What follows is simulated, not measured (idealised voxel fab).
voxel ribs on slabs: a process module
Each square cell in cross-section cut measures 5 nm, and the section as a whole is 145 nm wide.
A cross-section is written here as square cells arranged in a grid, and it is given in bands from the top down, each band taking up one or more rows of cells.
Look at the band entry: it leads with the top's height and the bottom's height in nm. Then it lists the materials left to right, with a width in nm for each. The word "everywhere" on a single material says that material fills the band edge to edge. The word "empty" is empty space.
The level at which height equals 0 is the one under which the wafer, as it arrives, is entirely one material. No lower edge exists for the bottom band, which continues downward and is notated as in "top 0, no bottom".
With a width like "30->40", each row of cells in the band differs from the next by the same amount, the top row carrying the first number and the bottom row the second.
For the purposes of this document, the phrase "remained unchanged" attached to a step denotes that no cell within the cross-section was modified by that step.
Closed-off voids of 8+ cells (no open route to the top) go in "Cavities, sealed", written width x height at distance from the left edge, in nm.
Formally, on a step line, whatever follows the settings is a remark that the simulator itself makes on the step.
For masked steps, "overlay nm" on the step line gives how far right of plan the mask actually lay; a minus sign means it lay to the left.

**Intended process steps**
1,RECEIVE (material Si)
2,DIRECTIONAL_DEP (material SiO2; thk nm 25)
3,DIRECTIONAL_DEP (material SiN; thk nm 20)
4,DIRECTIONAL_DEP (material aC; thk nm 15)
5,PATTERN (tone cover; mask id RIB; material resist; width nm 30; thk nm 35; overlay nm 0)
6,DIRECTIONAL_ETCH (etch materials aC; depth nm 15)
7,STRIP (etch materials resist)
8,DIRECTIONAL_ETCH (etch materials SiN; depth nm 5)
9,STRIP (etch materials aC)
10,PATTERN (tone cover; mask id SLAB; material resist; width nm 90; thk nm 20; overlay nm 0)
11,DIRECTIONAL_ETCH (etch materials SiN; depth nm 15)
12,STRIP (etch materials resist)
13,FILL_DEP (material SiO2; thk nm 15)
14,CMP (height nm 55)
15,DIRECTIONAL_DEP (material TiN; thk nm 5)
16,MASKED_ETCH (tone cover; mask id HEATER; width nm 40; etch materials TiN; depth nm 5; overlay nm 0)
17,CONFORMAL_DEP (material SiO2; thk nm 10)

**Received-state cross-section, reflecting completion of step 1**
* top 0, no bottom: Si everywhere
* Cavities, sealed: none

**Cross-section: first of two wafers, module finished, run according to plan**
* top 70, bottom 65: empty 40 nm | SiO2 60 nm | empty 45 nm
* top 65, bottom 60: SiO2 everywhere
* top 60, bottom 55: SiO2 50 nm | TiN 40 nm | SiO2 55 nm
* top 55, bottom 45: SiO2 everywhere
* top 45, bottom 40: SiO2 55 nm | SiN 30 nm | SiO2 60 nm
* top 40, bottom 25: SiO2 25 nm | SiN 90 nm | SiO2 30 nm
* top 25, bottom 0: SiO2 everywhere
* top 0, no bottom: Si everywhere
* Cavities, sealed: none

**Here's the second of our two wafers sectioned at module end. Same start as the first, same plan, but one mistake got made running it**
* top 70, bottom 65: empty 35 nm | SiO2 70 nm | empty 40 nm
* top 65, bottom 60: SiO2 everywhere
* top 60, bottom 55: SiO2 45 nm | TiN 50 nm | SiO2 50 nm
* top 55, bottom 45: SiO2 everywhere
* top 45, bottom 40: SiO2 55 nm | SiN 30 nm | SiO2 60 nm
* top 40, bottom 25: SiO2 25 nm | SiN 90 nm | SiO2 30 nm
* top 25, bottom 0: SiO2 everywhere
* top 0, no bottom: Si everywhere
* Cavities, sealed: none
What was the processing mistake? step 16 was run on a setting that differed from the plan, and what really ran there is MASKED_ETCH (tone cover; mask id HEATER; width nm 50; etch materials TiN; depth nm 5; overlay nm 0)
Final difference in cells, second wafer against first, listed per material as more or fewer: TiN: 2 more
